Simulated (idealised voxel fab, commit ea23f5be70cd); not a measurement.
Name of the process module below: voxel quadruple lines
Cross-section cut spans 265 nm and uses square cells 5 nm in size.
In this document a cross-section is written as a grid of square cells. It is given as a series of bands, listed from the top down, and a band is one or more rows of cells.
Top height, bottom height, nm. Materials left to right, width each, nm. Single material + "full width" = fills band edge to edge. "empty" = empty.
Below 0: as-received wafer, all one material; heights counted from there. Lowest band: no bottom, goes on down, written "top 0, no bottom".
So if you see something like "30..40" for the width, read it as the top row of the band sitting at the first number and the bottom row at the second, with every row in between moving by the same amount as the last.
Take "remains unaltered" at face value: in the step it is given for, the cross-section changed in none of its cells.
"Trapped voids" contains a list of empty spaces, each no smaller than 8 cells and without an open way to the top, written in the form width x height at distance with the distance from the left edge and all three in nm.
That trailing text on a step's line, after the settings, is the simulator's own remark on the step.
The optional step-line setting "overlay nm" applies to steps with a mask and quantifies how far to the right of its planned location the mask lay, a negative value indicating leftward placement.

-- Steps planned for the process
1 op RECEIVE | material Si
2 op CONFORMAL_DEP | material SiO2 | thk nm 5
3 op DIRECTIONAL_DEP | material TiN | thk nm 10
4 op DIRECTIONAL_DEP | material polySi | thk nm 15
5 op DIRECTIONAL_DEP | material aC | thk nm 25
6 op PATTERN | tone cover | mask id MANDREL | material resist | width nm 25 | pitch nm 80 | thk nm 30 | overlay nm 0
7 op DIRECTIONAL_ETCH | etch materials aC | depth nm 25
8 op STRIP | etch materials resist
9 op CONFORMAL_DEP | material SiO2 | thk nm 15
10 op DIRECTIONAL_ETCH | etch materials SiO2 | depth nm 15
11 op STRIP | etch materials aC
12 op DIRECTIONAL_ETCH | etch materials polySi | depth nm 15
13 op STRIP | etch materials SiO2
14 op CONFORMAL_DEP | material SiCN | thk nm 5
15 op DIRECTIONAL_ETCH | etch materials SiCN | depth nm 5
16 op STRIP | etch materials polySi
17 op DIRECTIONAL_ETCH | etch materials TiN | depth nm 10
18 op STRIP | etch materials SiCN

-- Cross-section of the incoming wafer, state after step 1
* top 0, no bottom | Si full width
* Trapped voids: none

-- As-planned run: cross-section of the first of two wafers at end of module
* top 15, bottom 5 | 60 nm empty  5 nm TiN  15 nm empty  5 nm TiN  15 nm empty  5 nm TiN  15 nm empty  5 nm TiN  15 nm empty  5 nm TiN  15 nm empty  5 nm TiN  15 nm empty  5 nm TiN  15 nm empty  5 nm TiN  60 nm empty
* top 5, bottom 0 | SiO2 full width
* top 0, no bottom | Si full width
* Trapped voids: none

-- Second wafer cross-section at end of module - shared start and plan with the first, one mistake in the run
* top 10, bottom 0 | 60 nm empty  5 nm TiN  15 nm empty  5 nm TiN  15 nm empty  5 nm TiN  15 nm empty  5 nm TiN  15 nm empty  5 nm TiN  15 nm empty  5 nm TiN  15 nm empty  5 nm TiN  15 nm empty  5 nm TiN  60 nm empty
* top 0, no bottom | Si full width
* Trapped voids: none
Run error: step 2 of the plan: omitted, not performed
Final comparison by cell count, materials where the second wafer has more or fewer than the first: SiO2 -53
